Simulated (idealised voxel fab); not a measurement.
Name of the process module below: voxel ribs on slabs
Xsec cut, 145 nm wide, square cell size 5 nm.
Cross-sections here: square-cell grids, written as top-down lists of bands, a band being one or more rows of cells. This entry defines a band. It first specifies the height of the band's top and the height of its bottom in nm, and then specifies the band's materials from left to right, stating each material with its width in nm. The word "throughout" identifies a single material that fills the band from edge to edge, while the word "air" identifies empty space. Height 0 is the level under which the wafer as received is all one material. The lowest band goes on downwards, as in "from 0 down". Graded width ("30->40"): value in top row of band = first number; value in bottom row = second number; row-to-row change constant. "no alteration" means the step left every cell of the cross-section as it was. Heads up: "Closed-off voids" only lists the empty pockets with no open path to the top that are 8 cells or more, and it writes them as width x height at distance, distance from the left edge, in nm. Whatever follows a step's settings on its line is a remark the simulator itself makes about that step. When a step includes a mask, the "overlay nm" setting on its line states how far to the right of its planned place that mask lay, and negative values state how far to the left.
THE STEPS PLANNED FOR THE PROCESS ARE AS FOLLOWS
1. op RECEIVE | material Si
2. op DIRECTIONAL_DEP | material SiO2 | thk nm 25
3. op DIRECTIONAL_DEP | material polySi | thk nm 15
4. op DIRECTIONAL_DEP | material aC | thk nm 10
5. op PATTERN | tone cover | mask id RIB | material resist | width nm 15 | thk nm 30 | overlay nm 0
6. op DIRECTIONAL_ETCH | etch materials aC | depth nm 10
7. op STRIP | etch materials resist
8. op DIRECTIONAL_ETCH | etch materials polySi | depth nm 10
9. op STRIP | etch materials aC
10. op MASKED_ETCH | tone cover | mask id SLAB | width nm 55 | etch materials polySi | depth nm 5 | overlay nm 0
11. op FILL_DEP | material SiO2 | thk nm 25
12. op CMP | height nm 55
13. op DIRECTIONAL_DEP | material TiN | thk nm 10
14. op PATTERN | tone cover | mask id HEATER | material resist | width nm 25 | thk nm 20 | overlay nm 0
15. op DIRECTIONAL_ETCH | etch materials TiN | depth nm 10
16. op STRIP | etch materials resist
17. op CONFORMAL_DEP | material SiO2 | thk nm 5
FIRST OF TWO WAFERS: RUN AS PLANNED
AS RECEIVED (POST STEP 1): CROSS-SECTION
  from 0 down: Si throughout
  Closed-off voids: none
SO THIS IS THE WAFER CROSS-SECTION RIGHT AFTER STEP 2
  from 25 to 0: SiO2 throughout
  Rest of section, below 0: as before.
SO THIS IS THE WAFER CROSS-SECTION RIGHT AFTER STEP 3
  from 40 to 25: polySi throughout
  Rest of section, below 25: as before.
SO THIS IS THE WAFER CROSS-SECTION RIGHT AFTER STEP 4
  from 50 to 40: aC throughout
  Rest of section, below 40: as before.
SO THIS IS THE WAFER CROSS-SECTION RIGHT AFTER STEP 5
  from 80 to 50: 65 nm air, 15 nm resist, 65 nm air
  Rest of section, below 50: as before.
SO THIS IS THE WAFER CROSS-SECTION RIGHT AFTER STEP 6
  from 70 to 50: 65 nm air, 15 nm resist, 65 nm air
  from 50 to 40: 65 nm air, 15 nm aC, 65 nm air
  Rest of section, below 40: as before.
SO THIS IS THE WAFER CROSS-SECTION RIGHT AFTER STEP 7
  from 50 to 40: 65 nm air, 15 nm aC, 65 nm air
  Rest of section, below 40: as before.
SO THIS IS THE WAFER CROSS-SECTION RIGHT AFTER STEP 8
  from 50 to 40: 65 nm air, 15 nm aC, 65 nm air
  from 40 to 30: 65 nm air, 15 nm polySi, 65 nm air
  Rest of section, below 30: as before.
SO THIS IS THE WAFER CROSS-SECTION RIGHT AFTER STEP 9
  from 40 to 30: 65 nm air, 15 nm polySi, 65 nm air
  Rest of section, below 30: as before.
SO THIS IS THE WAFER CROSS-SECTION RIGHT AFTER STEP 10
  from 40 to 30: 65 nm air, 15 nm polySi, 65 nm air
  from 30 to 25: 45 nm air, 55 nm polySi, 45 nm air
  Rest of section, below 25: as before.
SO THIS IS THE WAFER CROSS-SECTION RIGHT AFTER STEP 11
  from 65 to 40: SiO2 throughout
  from 40 to 30: 65 nm SiO2, 15 nm polySi, 65 nm SiO2
  from 30 to 25: 45 nm SiO2, 55 nm polySi, 45 nm SiO2
  Rest of section, below 25: as before.
SO THIS IS THE WAFER CROSS-SECTION RIGHT AFTER STEP 12
  from 55 to 40: SiO2 throughout
  Rest of section, below 40: as before.
SO THIS IS THE WAFER CROSS-SECTION RIGHT AFTER STEP 13
  from 65 to 55: TiN throughout
  Rest of section, below 55: as before.
SO THIS IS THE WAFER CROSS-SECTION RIGHT AFTER STEP 14
  from 85 to 65: 60 nm air, 25 nm resist, 60 nm air
  Rest of section, below 65: as before.
SO THIS IS THE WAFER CROSS-SECTION RIGHT AFTER STEP 15
  from 85 to 65: 60 nm air, 25 nm resist, 60 nm air
  from 65 to 55: 60 nm air, 25 nm TiN, 60 nm air
  Rest of section, below 55: as before.
SO THIS IS THE WAFER CROSS-SECTION RIGHT AFTER STEP 16
  from 65 to 55: 60 nm air, 25 nm TiN, 60 nm air
  Rest of section, below 55: as before.
SO THIS IS THE WAFER CROSS-SECTION RIGHT AFTER STEP 17
  from 70 to 65: 55 nm air, 35 nm SiO2, 55 nm air
  from 65 to 60: 55 nm air, 5 nm SiO2, 25 nm TiN, 5 nm SiO2, 55 nm air
  from 60 to 55: 60 nm SiO2, 25 nm TiN, 60 nm SiO2
  Rest of section, below 55: as before.
REGARDING THE SECOND OF THE TWO WAFERS: IT SHARED THE FIRST WAFER'S STARTING CONDITION AND PROCESS PLAN, YET ONE ERROR OCCURRED DURING ITS EXECUTION. ITS HISTORY COINCIDES WITH THAT OF THE FIRST WAFER UP TO AND INCLUDING STEP 1
SECOND WAFER, SECTION VIEW, TIME POINT: SCHEDULED END OF STEP 2
  from 25 to 0: TiN throughout
  Rest of section, below 0: as before.
SECOND WAFER, SECTION VIEW, TIME POINT: SCHEDULED END OF STEP 3
  from 40 to 25: polySi throughout
  Rest of section, below 25: as before.
SECOND WAFER, SECTION VIEW, TIME POINT: SCHEDULED END OF STEP 4
  from 50 to 40: aC throughout
  Rest of section, below 40: as before.
SECOND WAFER, SECTION VIEW, TIME POINT: SCHEDULED END OF STEP 5
  from 80 to 50: 65 nm air, 15 nm resist, 65 nm air
  Rest of section, below 50: as before.
SECOND WAFER, SECTION VIEW, TIME POINT: SCHEDULED END OF STEP 6
  from 70 to 50: 65 nm air, 15 nm resist, 65 nm air
  from 50 to 40: 65 nm air, 15 nm aC, 65 nm air
  Rest of section, below 40: as before.
SECOND WAFER, SECTION VIEW, TIME POINT: SCHEDULED END OF STEP 7
  from 50 to 40: 65 nm air, 15 nm aC, 65 nm air
  Rest of section, below 40: as before.
SECOND WAFER, SECTION VIEW, TIME POINT: SCHEDULED END OF STEP 8
  from 50 to 40: 65 nm air, 15 nm aC, 65 nm air
  from 40 to 30: 65 nm air, 15 nm polySi, 65 nm air
  Rest of section, below 30: as before.
SECOND WAFER, SECTION VIEW, TIME POINT: SCHEDULED END OF STEP 9
  from 40 to 30: 65 nm air, 15 nm polySi, 65 nm air
  Rest of section, below 30: as before.
SECOND WAFER, SECTION VIEW, TIME POINT: SCHEDULED END OF STEP 10
  from 40 to 30: 65 nm air, 15 nm polySi, 65 nm air
  from 30 to 25: 45 nm air, 55 nm polySi, 45 nm air
  Rest of section, below 25: as before.
SECOND WAFER, SECTION VIEW, TIME POINT: SCHEDULED END OF STEP 11
  from 65 to 40: SiO2 throughout
  from 40 to 30: 65 nm SiO2, 15 nm polySi, 65 nm SiO2
  from 30 to 25: 45 nm SiO2, 55 nm polySi, 45 nm SiO2
  Rest of section, below 25: as before.
SECOND WAFER, SECTION VIEW, TIME POINT: SCHEDULED END OF STEP 12
  from 55 to 40: SiO2 throughout
  Rest of section, below 40: as before.
SECOND WAFER, SECTION VIEW, TIME POINT: SCHEDULED END OF STEP 13
  from 65 to 55: TiN throughout
  Rest of section, below 55: as before.
SECOND WAFER, SECTION VIEW, TIME POINT: SCHEDULED END OF STEP 14
  from 85 to 65: 60 nm air, 25 nm resist, 60 nm air
  Rest of section, below 65: as before.
SECOND WAFER, SECTION VIEW, TIME POINT: SCHEDULED END OF STEP 15
  from 85 to 65: 60 nm air, 25 nm resist, 60 nm air
  from 65 to 55: 60 nm air, 25 nm TiN, 60 nm air
  Rest of section, below 55: as before.
SECOND WAFER, SECTION VIEW, TIME POINT: SCHEDULED END OF STEP 16
  from 65 to 55: 60 nm air, 25 nm TiN, 60 nm air
  Rest of section, below 55: as before.
SECOND WAFER, SECTION VIEW, TIME POINT: SCHEDULED END OF STEP 17
  from 70 to 65: 55 nm air, 35 nm SiO2, 55 nm air
  from 65 to 60: 55 nm air, 5 nm SiO2, 25 nm TiN, 5 nm SiO2, 55 nm air
  from 60 to 55: 60 nm SiO2, 25 nm TiN, 60 nm SiO2
  Rest of section, below 55: as before.
Finding, execution versus plan: step 2 went in with a setting other than planned; the actual run was op DIRECTIONAL_DEP | material TiN | thk nm 25
Looking at both finished wafers in cells, the second ends up ahead of or behind the first on some materials: SiO2 -145; TiN +145
